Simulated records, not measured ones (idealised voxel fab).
You're looking at the process module voxel ribs on slabs.
Shown is cross-section cut, with a width of 145 nm and square cells of size 5 nm.
In this document a cross-section is written as a grid of square cells. It is given as a series of bands, listed from the top down, and a band is one or more rows of cells.
The entry gives the band's vertical extent as a top height and a bottom height in nm, then its horizontal make-up as materials from left to right, each with a width in nm. "blank" stands for empty space; a single material marked "edge to edge" fills the band edge to edge.
A quick word on heights: they are counted from 0, and under that level the wafer as it came to us is one material throughout. The lowest band is different from the rest in having no bottom; it simply continues downward, written as in "z 0 and below".
The width entry "30..40" should be interpreted row by row: the top row of cells in the band takes the first number, the bottom row takes the second number, and the change between adjacent rows is uniform throughout.
"nothing different" -> step changed no cross-section cell.
Empty spaces without an open route to the top, at least 8 cells in extent, make up the entry "Catalogued sealed voids"; each is given as width x height at distance, where the distance is measured from the left edge, and all are in nm.
Read whatever lies past the settings on a step's line as the simulator's own remark about the step.
What "overlay nm" on a step's line means: if the step has a mask, that mask lay this far to the right of its planned place, or, when the value is negative, to the left.

-- Process steps (planned)
| 1 | RECEIVE, material Si |
| 2 | DIRECTIONAL_DEP, material SiO2, thk nm 25 |
| 3 | DIRECTIONAL_DEP, material SiN, thk nm 20 |
| 4 | DIRECTIONAL_DEP, material aC, thk nm 15 |
| 5 | PATTERN, tone cover, mask id RIB, material resist, width nm 30, thk nm 35, overlay nm 0 |
| 6 | DIRECTIONAL_ETCH, etch materials aC, depth nm 15 |
| 7 | STRIP, etch materials resist |
| 8 | DIRECTIONAL_ETCH, etch materials SiN, depth nm 5 |
| 9 | STRIP, etch materials aC |
| 10 | PATTERN, tone cover, mask id SLAB, material resist, width nm 90, thk nm 20, overlay nm 0 |
| 11 | DIRECTIONAL_ETCH, etch materials SiN, depth nm 15 |
| 12 | STRIP, etch materials resist |
| 13 | FILL_DEP, material SiO2, thk nm 15 |
| 14 | CMP, height nm 55 |
| 15 | DIRECTIONAL_DEP, material TiN, thk nm 5 |
| 16 | MASKED_ETCH, tone cover, mask id HEATER, width nm 40, etch materials TiN, depth nm 5, overlay nm 0 |
| 17 | CONFORMAL_DEP, material SiO2, thk nm 10 |

-- Cross-section, incoming material, after step 1
	z 0 and below = Si edge to edge
	Catalogued sealed voids: none

-- The cross-section shown corresponds to the wafer at the conclusion of the module. The initial structure and the process plan are those presented above; however, one mistake occurred in executing the plan
	z 70 to 65 = blank 40 nm  SiO2 60 nm  blank 45 nm
	z 65 to 60 = SiO2 edge to edge
	z 60 to 55 = SiO2 50 nm  TiN 40 nm  SiO2 55 nm
	z 55 to 45 = SiO2 edge to edge
	z 45 to 40 = SiO2 55 nm  SiN 30 nm  SiO2 60 nm
	z 40 to 30 = SiO2 25 nm  SiN 90 nm  SiO2 30 nm
	z 30 to 25 = SiN edge to edge
	z 25 to 0 = SiO2 edge to edge
	z 0 and below = Si edge to edge
	Catalogued sealed voids: none
Run error: for step 11, the planned setting was not used; the step was instead run as DIRECTIONAL_ETCH, etch materials SiN, depth nm 10
